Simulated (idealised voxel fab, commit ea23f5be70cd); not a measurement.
Process module name: voxel spacer lines
Square cell edge 5 nm, section width 300 nm, ID cut.
Just so we're on the same page, the cross-sections are grids of square cells, and they're listed out in bands top to bottom, each band one or more rows deep. This entry defines a band. It first specifies the height of the band's top and the height of its bottom in nm, and then specifies the band's materials from left to right, stating each material with its width in nm. The word "edge to edge" identifies a single material that fills the band from edge to edge, while the word "empty" identifies empty space. Basically, 0 is our baseline, since under it the wafer straight out of the box is all one material. The bottom band has no lower end and keeps on going down, so it looks like "top 0, no bottom". Read "30 to 40" as a graded width: first number on top, second number at the bottom, same change between each pair of neighbouring rows. A step reported as "remains unaltered" is a step in which no cell of the cross-section changed. If an empty space has no open way to the top and is at least 8 cells in size, "Voids lacking openings" lists it, written width x height at distance, where distance is measured from the left edge and every value is in nm. That trailing text on a step's line, after the settings, is the simulator's own remark on the step. "overlay nm" answers the question of how far to the right of plan the mask lay on a step that has a mask, and when it is negative the answer is to the left.

These are the steps we planned for the process:
- 1: RECEIVE with material Si
- 2: CONFORMAL_DEP with material Al2O3, thk nm 5
- 3: DIRECTIONAL_DEP with material W, thk nm 10
- 4: DIRECTIONAL_DEP with material aC, thk nm 20
- 5: PATTERN with tone cover, mask id MANDREL, material resist, width nm 15, pitch nm 50, thk nm 30, overlay nm 0
- 6: DIRECTIONAL_ETCH with etch materials aC, depth nm 20
- 7: STRIP with etch materials resist
- 8: CONFORMAL_DEP with material SiO2, thk nm 10
- 9: DIRECTIONAL_ETCH with etch materials SiO2, depth nm 10
- 10: STRIP with etch materials aC
- 11: DIRECTIONAL_ETCH with etch materials W, depth nm 10
- 12: STRIP with etch materials SiO2
- 13: FILL_DEP with material SiO2, thk nm 5
- 14: CMP with height nm 15

Cross-section of the incoming wafer, state after step 1:
    top 0, no bottom: Si edge to edge
    Voids lacking openings: none

Cross-sectional view of the first of the two wafers upon completion of the module, processed in accordance with the plan:
    top 15, bottom 5: 80 of SiO2  10 of W  15 of SiO2  10 of W  15 of SiO2  10 of W  15 of SiO2  10 of W  15 of SiO2  10 of W  15 of SiO2  10 of W  85 of SiO2
    top 5, bottom 0: Al2O3 edge to edge
    top 0, no bottom: Si edge to edge
    Voids lacking openings: none

Cross-section, second wafer: same start as the first, same plan as the first, one mistake in running it; taken at the end of the module:
    top 15, bottom 10: Al2O3 edge to edge
    top 10, bottom 0: W edge to edge
    top 0, no bottom: Si edge to edge
    Voids lacking openings: none
Heads up, the wafer didn't run the way we planned it: steps 2 and 3 got flipped, so each one ran where the other should have
End check, counted in cells, second wafer has more or fewer of these materials than the first: SiO2 -96; W +96
